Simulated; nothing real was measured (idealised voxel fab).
This section sets out a process module, namely voxel quadruple lines.
Displayed cross-section: cut, width of 290 nm, square cells sized 5 nm.
Cross-section, as written here: a square-cell grid given band by band from the top down, where a band holds one or more rows of cells. Read a band's entry like this: the first values are the height of its top and the height of its bottom in nm, and what follows is the sequence of materials from left to right, each with its width in nm. Note that "air" is empty space, and that a single material marked "edge to edge" reaches across the band from edge to edge. Heights from 0 (as-received wafer is one material below). Bottom band endless downward, as "0 nm and below". Note: "30->40" means the width goes from the first number (top row of the band) to the second number (bottom row) in equal steps per row of cells. "nothing altered" after a step means that no cell of the cross-section changed. Voids not open to the top, 8 cells minimum: see "Sealed internal cavities". Written width x height at distance; distance is from the left edge; nm. Where a step's line continues beyond its settings, the continuation is a remark by the simulator itself on that step. For masked steps, "overlay nm" on the step line gives how far right of plan the mask actually lay; a minus sign means it lay to the left.

-- plan
1: RECEIVE with material Si
2: CONFORMAL_DEP with material Al2O3, thk nm 5
3: DIRECTIONAL_DEP with material W, thk nm 10
4: DIRECTIONAL_DEP with material polySi, thk nm 15
5: DIRECTIONAL_DEP with material aC, thk nm 20
6: PATTERN with tone cover, mask id MANDREL, material resist, width nm 35, pitch nm 100, thk nm 30, overlay nm 0
7: DIRECTIONAL_ETCH with etch materials aC, depth nm 20
8: STRIP with etch materials resist
9: CONFORMAL_DEP with material SiO2, thk nm 15
10: DIRECTIONAL_ETCH with etch materials SiO2, depth nm 15
11: STRIP with etch materials aC
12: DIRECTIONAL_ETCH with etch materials polySi, depth nm 15
13: STRIP with etch materials SiO2
14: CONFORMAL_DEP with material SiCN, thk nm 10
15: DIRECTIONAL_ETCH with etch materials SiCN, depth nm 10
16: STRIP with etch materials polySi
17: DIRECTIONAL_ETCH with etch materials W, depth nm 10
18: STRIP with etch materials SiCN
19: FILL_DEP with material SiO2, thk nm 5
20: CMP with height nm 15

-- As-received state of the wafer in cross-section, equivalent to post-step 1
  0 nm and below  Si edge to edge
  Sealed internal cavities: none

-- Look at the cross-section after the module: the wafer started out the way shown above and the plan was the one shown above, yet one mistake was made along the way
  15 nm to 5 nm  55 SiO2, then 5 W, then 15 SiO2, then 5 W, then 25 SiO2, then 5 W, then 15 SiO2, then 5 W, then 25 SiO2, then 5 W, then 15 SiO2, then 5 W, then 25 SiO2, then 5 W, then 15 SiO2, then 5 W, then 60 SiO2
  5 nm to 0 nm  Al2O3 edge to edge
  0 nm and below  Si edge to edge
  Sealed internal cavities: none
The mistake made against the process plan was this: step 14 was not run as planned; what actually ran was CONFORMAL_DEP with material SiCN, thk nm 5
